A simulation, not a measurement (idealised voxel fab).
Proc. module: voxel spacer lines
It is cross-section cut that appears here, measuring 250 nm in width, its square cells being 5 nm in size.
Bands, listed from the top down, are how a cross-section gets written in this document; the cross-section itself is a grid of square cells, and a band is one or more rows of them. For a band, the entry starts with two heights in nm, that of the top and then that of the bottom, and carries on with the band's materials in order from left to right, each alongside its width in nm; the word "throughout" beside a single material means it fills the band edge to edge, and "air" means empty space. Counting heights begins at 0, where everything beneath is, in the wafer as received, one material. The lowest band has no bottom; it goes on downwards, as "0 and below" shows. So if you see something like "30..40" for the width, read it as the top row of the band sitting at the first number and the bottom row at the second, with every row in between moving by the same amount as the last. Where a step carries "remained unchanged", the cross-section came out of it unchanged, cell for cell. Entry "Catalogued sealed voids" = empty spaces >= 8 cells with no open way to the top; each as width x height at distance, distance from left edge, all nm. Read whatever lies past the settings on a step's line as the simulator's own remark about the step. overlay nm: mask offset rightward from planned place, masked step; negative means leftward offset.
### The process steps that were planned are listed below
1 RECEIVE (material Si)
2 CONFORMAL_DEP (material SiO2; thk nm 10)
3 DIRECTIONAL_DEP (material TiN; thk nm 15)
4 DIRECTIONAL_DEP (material aC; thk nm 30)
5 PATTERN (tone cover; mask id MANDREL; material resist; width nm 15; pitch nm 80; thk nm 35; overlay nm 0)
6 DIRECTIONAL_ETCH (etch materials aC; depth nm 30)
7 STRIP (etch materials resist)
8 CONFORMAL_DEP (material SiN; thk nm 15)
9 DIRECTIONAL_ETCH (etch materials SiN; depth nm 15)
10 STRIP (etch materials aC)
11 DIRECTIONAL_ETCH (etch materials TiN; depth nm 15)
12 STRIP (etch materials SiN)
The value of width nm given for step 5 in the plan refers to the first wafer; the wafers vary in this setting and are alike at the start.
### First of several wafers, received after step 1, in cross-section
	0 and below | Si throughout
	Catalogued sealed voids: none
### Where each wafer stands at the end of the module, a row apiece: cells of each material gained (+) or lost (-) since it was received, then closed voids
width nm 15; +100 SiO2; +36 TiN; Catalogued sealed voids: none
width nm 20; +100 SiO2; +36 TiN; Catalogued sealed voids: none
width nm 25; +100 SiO2; +36 TiN; Catalogued sealed voids: none
width nm 30; +100 SiO2; +36 TiN; Catalogued sealed voids: none
width nm 35; +100 SiO2; +36 TiN; Catalogued sealed voids: none
width nm 40; +100 SiO2; +36 TiN; Catalogued sealed voids: none
